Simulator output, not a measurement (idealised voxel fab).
The following process module bears the name voxel tone inversion.
FYI the section here is cut, 235 nm wide, cells are 5 nm squares.
In what follows, cross-sections appear as grids of square cells, described through bands that run from the top down, where every band is one or more rows of cells.
Heads up on the band format: heights come first, top then bottom, in nm. After that it's the materials left to right, each with its width in nm. A single material flagged "edge to edge" fills the whole band edge to edge, and "blank" means there's empty space there.
All heights in this document are referenced to 0, defined as the level beneath which the wafer, as received, consists entirely of one material. The lowest band is not bounded below; it extends indefinitely downward and is written in the form "0 -> down".
Quick explanation for "30 to 40": the width changes in equal steps down the rows of cells, from the first number in the band's top row to the second number in its bottom row.
"no alteration", as given for a step, is the statement that not any cell of the cross-section underwent a change during that step.
You'll see "Closed void list" listing empty spaces that have no way open to the top, as long as they're 8 cells or more; the notation is width x height at distance, where the distance is from the left edge, and all of it is in nm.
Anything after a step's settings on that line? It's the simulator's own note about the step.
The "overlay nm" setting may appear on a step's line; for a step that uses a mask, it gives how far to the right of its planned position the mask lay, and a negative value indicates the left.

[Process steps (planned)]
step 1: RECEIVE with material Si
step 2: CONFORMAL_DEP with material SiCN, thk nm 5
step 3: DIRECTIONAL_DEP with material aC, thk nm 15
step 4: PATTERN with tone cover, mask id POSTS, material resist, width nm 20, pitch nm 45, thk nm 25, overlay nm -15
step 5: DIRECTIONAL_ETCH with etch materials aC, depth nm 15
step 6: STRIP with etch materials resist
step 7: FILL_DEP with material SiO2, thk nm 5
step 8: CMP with height nm 20
step 9: STRIP with etch materials aC
step 10: CONFORMAL_DEP with material TiN, thk nm 5
step 11: FILL_DEP with material W, thk nm 10
step 12: CMP with height nm 20
step 13: CONFORMAL_DEP with material SiN, thk nm 5
Same starting wafers, different overlay nm at step 4. Plan value belongs to the first wafer.

[The first of several wafers, as received after step 1, seen in section]
    0 -> down  Si edge to edge
    Closed void list: none

[First of several wafers: cross-section at the end of the module, after step 13, its last step]
    25 -> 20  SiN edge to edge
    20 -> 10  70 SiO2 / 5 TiN / 10 W / 5 TiN / 25 SiO2 / 5 TiN / 10 W / 5 TiN / 100 SiO2
    10 -> 5  70 SiO2 / 20 TiN / 25 SiO2 / 20 TiN / 100 SiO2
    5 -> 0  SiCN edge to edge
    0 -> down  Si edge to edge
    Closed void list: none

[Last-wafer cross-section at the end of the module]
    25 -> 20  SiN edge to edge
    20 -> 10  100 SiO2 / 5 TiN / 10 W / 5 TiN / 25 SiO2 / 5 TiN / 10 W / 5 TiN / 70 SiO2
    10 -> 5  100 SiO2 / 20 TiN / 25 SiO2 / 20 TiN / 70 SiO2
    5 -> 0  SiCN edge to edge
    0 -> down  Si edge to edge
    Closed void list: none

[Note: the following table is arranged by wafer, a row apiece. Each row reports the end-of-module state: per material, cells gained (+) or cells lost (-) compared with the wafer as received; closed voids follow]
overlay nm -15; +47 SiCN; +47 SiN; +117 SiO2; +16 TiN; +8 W; Closed void list: none
overlay nm -10; +47 SiCN; +47 SiN; +117 SiO2; +16 TiN; +8 W; Closed void list: none
overlay nm -5; +47 SiCN; +47 SiN; +117 SiO2; +16 TiN; +8 W; Closed void list: none
overlay nm 0; +47 SiCN; +47 SiN; +117 SiO2; +16 TiN; +8 W; Closed void list: none
overlay nm 5; +47 SiCN; +47 SiN; +117 SiO2; +16 TiN; +8 W; Closed void list: none
overlay nm 10; +47 SiCN; +47 SiN; +117 SiO2; +16 TiN; +8 W; Closed void list: none
overlay nm 15; +47 SiCN; +47 SiN; +117 SiO2; +16 TiN; +8 W; Closed void list: none
